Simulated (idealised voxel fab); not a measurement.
Title: Process Module voxel trench capacitor
Section cut is 180 nm wide and gridded with 5 nm square cells.
Cross-section, as written here: a square-cell grid given band by band from the top down, where a band holds one or more rows of cells.
Basically the band line says how high the top is and how high the bottom is, in nm, and then what's in it from left to right, every material with its width in nm. Empty space shows up as "air", and if a single material carries "all across" it runs the full band edge to edge.
Where do heights start? At 0: under that level the wafer as delivered is made of one material only. And the lowest band has no floor; it just carries on downward, as in "z 0 and below".
With a width like "30->40", each row of cells in the band differs from the next by the same amount, the top row carrying the first number and the bottom row the second.
Reading "remains unaltered" for a step: not a cell of the cross-section changed in it.
"Fully closed voids" specifies each empty space that is not open to the top and that occupies no fewer than 8 cells, using the form width x height at distance, the distance measured from the left edge and all three quantities in nm.
Step line, after settings: the simulator's comment on this step.
The "overlay nm" setting may appear on a step's line; for a step that uses a mask, it gives how far to the right of its planned position the mask lay, and a negative value indicates the left.

This section lists the process steps that were planned
| 1 | RECEIVE, material Si |
| 2 | CONFORMAL_DEP, material SiN, thk nm 10 |
| 3 | DIRECTIONAL_DEP, material aC, thk nm 10 |
| 4 | PATTERN, tone open, mask id TRENCH, material resist, width nm 25, pitch nm 55, thk nm 25, overlay nm 0 |
| 5 | DIRECTIONAL_ETCH, etch materials aC, depth nm 10 |
| 6 | STRIP, etch materials resist |
| 7 | DIRECTIONAL_ETCH, etch materials SiN, depth nm 10 |
| 8 | DIRECTIONAL_ETCH, etch materials Si, depth nm 40 |
| 9 | STRIP, etch materials aC |
| 10 | CONFORMAL_DEP, material SiO2, thk nm 5 |
| 11 | FILL_DEP, material polySi, thk nm 10 |
| 12 | CMP, height nm 10 |

Cross-section of the wafer upon arrival, representing the state reached after step 1
	z 0 and below | Si all across
	Fully closed voids: none

The plan above was carried out on the starting structure above with one mistake, and this cross-section shows the wafer at the end of the module
	z 10 to 0 | SiN 45 nm, SiO2 5 nm, polySi 15 nm, SiO2 5 nm, SiN 30 nm, SiO2 5 nm, polySi 15 nm, SiO2 5 nm, SiN 55 nm
	z 0 to -35 | Si 45 nm, SiO2 5 nm, polySi 15 nm, SiO2 5 nm, Si 30 nm, SiO2 5 nm, polySi 15 nm, SiO2 5 nm, Si 55 nm
	z -35 to -40 | Si 45 nm, SiO2 25 nm, Si 30 nm, SiO2 25 nm, Si 55 nm
	z -40 and below | Si all across
	Fully closed voids: none
Here's what went sideways: in deviation from the planned setting, step 4 was conducted as PATTERN, tone open, mask id TRENCH, material resist, width nm 25, pitch nm 55, thk nm 25, overlay nm -5
